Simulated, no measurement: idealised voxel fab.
Process module under the name voxel ribs on slabs
Each square cell in cross-section cut measures 5 nm, and the section as a whole is 190 nm wide.
If you're reading a cross-section in this doc, picture square cells in a grid; it comes to you as bands, top ones listed first down to the bottom, and a band can be one or more rows of cells.
Band: top height; bottom height; in nm. Then, left to right: material with width in nm, for each material. "throughout": a single material spanning edge to edge. "empty": empty space.
Note: height 0 marks the level under which the wafer is uniformly one material as received. Lowest band unbounded below, written "from 0 down".
The two numbers in a width such as "30->40" mark its ends across the band: the first belongs to the top row of cells, the second to the bottom row, and from each row to the next the width moves by the same amount.
"identical to before" for a step: no cell of the cross-section changed in that step.
"Catalogued sealed voids": empty spaces of 8 cells or more with no open way to the top, each given as width x height at distance, distance from the left edge, all in nm.
That trailing text on a step's line, after the settings, is the simulator's own remark on the step.
The "overlay nm" setting may appear on a step's line; for a step that uses a mask, it gives how far to the right of its planned position the mask lay, and a negative value indicates the left.

Planned process steps
1,RECEIVE, material Si
2,DIRECTIONAL_DEP, material SiO2, thk nm 30
3,DIRECTIONAL_DEP, material SiN, thk nm 25
4,MASKED_ETCH, tone cover, mask id RIB, width nm 20, etch materials SiN, depth nm 20, overlay nm 0
5,PATTERN, tone cover, mask id SLAB, material resist, width nm 60, thk nm 20, overlay nm 0
6,DIRECTIONAL_ETCH, etch materials SiN, depth nm 5
7,STRIP, etch materials resist
8,FILL_DEP, material SiO2, thk nm 15
9,CMP, height nm 65
10,DIRECTIONAL_DEP, material TiN, thk nm 5
11,DIRECTIONAL_DEP, material aC, thk nm 10
12,PATTERN, tone cover, mask id HEATER, material resist, width nm 30, thk nm 25, overlay nm 0
13,DIRECTIONAL_ETCH, etch materials aC, depth nm 10
14,STRIP, etch materials resist
15,DIRECTIONAL_ETCH, etch materials TiN, depth nm 5
16,STRIP, etch materials aC
17,CONFORMAL_DEP, material SiO2, thk nm 5

Shown in cross-section is the wafer as received, that is, as it stands after step 1
	from 0 down = Si throughout
	Catalogued sealed voids: none

Final wafer profile in cross-section after the module, from the same start and plan as above, with one mistake made during processing
	from 75 to 70 = empty 75, SiO2 40, empty 75
	from 70 to 65 = SiO2 80, TiN 30, SiO2 80
	from 65 to 25 = SiO2 throughout
	from 25 to 0 = SiN throughout
	from 0 down = Si throughout
	Catalogued sealed voids: none
Plan not followed: transposition of steps 2 and 3 relative to the planned sequence
